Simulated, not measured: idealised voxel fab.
Process module, titled voxel capacitor over wiring
For reference, the cross-section in this document is cut, with width 255 nm and square cells of 5 nm.
For the purposes of this document, a cross-section shall be understood as a grid of square cells, specified as bands listed in top-to-bottom order, each band consisting of one or more rows of cells. This entry defines a band. It first specifies the height of the band's top and the height of its bottom in nm, and then specifies the band's materials from left to right, stating each material with its width in nm. The word "full width" identifies a single material that fills the band from edge to edge, while the word "blank" identifies empty space. Basically, 0 is our baseline, since under it the wafer straight out of the box is all one material. The bottom band has no lower end and keeps on going down, so it looks like "z 0 and below". A width such as "30..40" changes by the same amount from each row of cells to the next, from the band's top row to its bottom row. "no modification" after a step means that no cell of the cross-section changed. "Enclosed cavities" contains a list of empty spaces, each no smaller than 8 cells and without an open way to the top, written in the form width x height at distance with the distance from the left edge and all three in nm. Step line, after settings: the simulator's comment on this step. overlay nm: right-of-plan distance of the mask on a masked step; negative values mean left-of-plan.

**The steps planned for the process are as follows**
- 1: RECEIVE: material Si
- 2: CONFORMAL_DEP: material SiO2, thk nm 15
- 3: DIRECTIONAL_DEP: material TiN, thk nm 5
- 4: DIRECTIONAL_DEP: material Ru, thk nm 15
- 5: PATTERN: tone cover, mask id METAL_1, material resist, width nm 30, pitch nm 95, thk nm 15, overlay nm 0
- 6: DIRECTIONAL_ETCH: etch materials Ru, depth nm 15
- 7: DIRECTIONAL_ETCH: etch materials TiN, depth nm 5
- 8: STRIP: etch materials resist
- 9: FILL_DEP: material lowk, thk nm 5
- 10: CMP: height nm 35
- 11: CONFORMAL_DEP: material SiCN, thk nm 5
- 12: DIRECTIONAL_DEP: material SiO2, thk nm 10
- 13: MASKED_ETCH: tone open, mask id PLUG_1, width nm 15, etch materials SiO2, depth nm 10, overlay nm 0
- 14: MASKED_ETCH: tone open, mask id PLUG_1, width nm 15, etch materials SiCN, depth nm 5, overlay nm 0
- 15: EPI: material Ru, thk nm 10
- 16: EPI: material Ru, thk nm 5
- 17: DIRECTIONAL_DEP: material TiN, thk nm 5
- 18: DIRECTIONAL_DEP: material HfO2, thk nm 5
- 19: DIRECTIONAL_DEP: material TiN, thk nm 5
- 20: DIRECTIONAL_DEP: material aC, thk nm 10
- 21: PATTERN: tone cover, mask id UPPER_PLATE, material resist, width nm 70, thk nm 25, overlay nm 0
- 22: DIRECTIONAL_ETCH: etch materials aC, depth nm 10
- 23: STRIP: etch materials resist
- 24: DIRECTIONAL_ETCH: etch materials TiN, depth nm 5
- 25: DIRECTIONAL_ETCH: etch materials HfO2, depth nm 5
- 26: STRIP: etch materials aC
- 27: PATTERN: tone cover, mask id LOWER_PLATE, material resist, width nm 80, thk nm 15, overlay nm 0
- 28: DIRECTIONAL_ETCH: etch materials TiN, depth nm 5
- 29: STRIP: etch materials resist
- 30: FILL_DEP: material SiO2, thk nm 15
- 31: CMP: height nm 75
- 32: PATTERN: tone open, mask id PLUG_2, material resist, width nm 15, thk nm 15, overlay nm 0
- 33: DIRECTIONAL_ETCH: etch materials SiO2, depth nm 10
- 34: STRIP: etch materials resist
- 35: CONFORMAL_DEP: material TiN, thk nm 5
- 36: FILL_DEP: material Cu, thk nm 10
- 37: CMP: height nm 75
- 38: CONFORMAL_DEP: material SiCN, thk nm 5

**Cross-section, incoming material, after step 1**
    z 0 and below | Si full width
    Enclosed cavities: none

**Here's the cross-section of the first of our two wafers at the end of the module - it ran as planned**
    z 80 to 75 | SiCN full width
    z 75 to 70 | SiO2 (90)  TiN (5)  Cu (5)  TiN (5)  SiO2 (150)
    z 70 to 60 | SiO2 (90..80)  TiN (15..70)  SiO2 (150..105)
    z 60 to 55 | SiO2 (80)  HfO2 (70)  SiO2 (105)
    z 55 to 50 | SiO2 (75)  TiN (80)  SiO2 (100)
    z 50 to 40 | SiO2 (80)  Ru (15)  SiO2 (160)
    z 40 to 35 | SiCN (80)  Ru (15)  SiCN (160)
    z 35 to 20 | lowk (65)  Ru (30)  lowk (65)  Ru (30)  lowk (65)
    z 20 to 15 | lowk (65)  TiN (30)  lowk (65)  TiN (30)  lowk (65)
    z 15 to 0 | SiO2 full width
    z 0 and below | Si full width
    Enclosed cavities: none

**Wafer two, sectioned after the module: the first wafer's start, the first wafer's plan, and one mistake in how it was run**
    z 80 to 75 | SiCN full width
    z 75 to 70 | SiO2 (90)  TiN (5)  Cu (5)  TiN (5)  SiO2 (150)
    z 70 to 60 | SiO2 (90..80)  TiN (15..70)  SiO2 (150..105)
    z 60 to 55 | SiO2 (80)  HfO2 (70)  SiO2 (105)
    z 55 to 50 | SiO2 (75)  TiN (80)  SiO2 (100)
    z 50 to 40 | SiO2 (80)  Ru (15)  SiO2 (160)
    z 40 to 35 | SiCN (80)  Ru (15)  SiCN (160)
    z 35 to 30 | lowk (65)  TiN (30)  lowk (65)  TiN (30)  lowk (65)
    z 30 to 0 | SiO2 full width
    z 0 and below | Si full width
    Enclosed cavities: none
What broke from the plan during processing? step 2, plan: ran twice
The second wafer ends with more or fewer cells of some materials than the first, per final count: 36 fewer of Ru | 153 more of SiO2 | 117 fewer of lowk
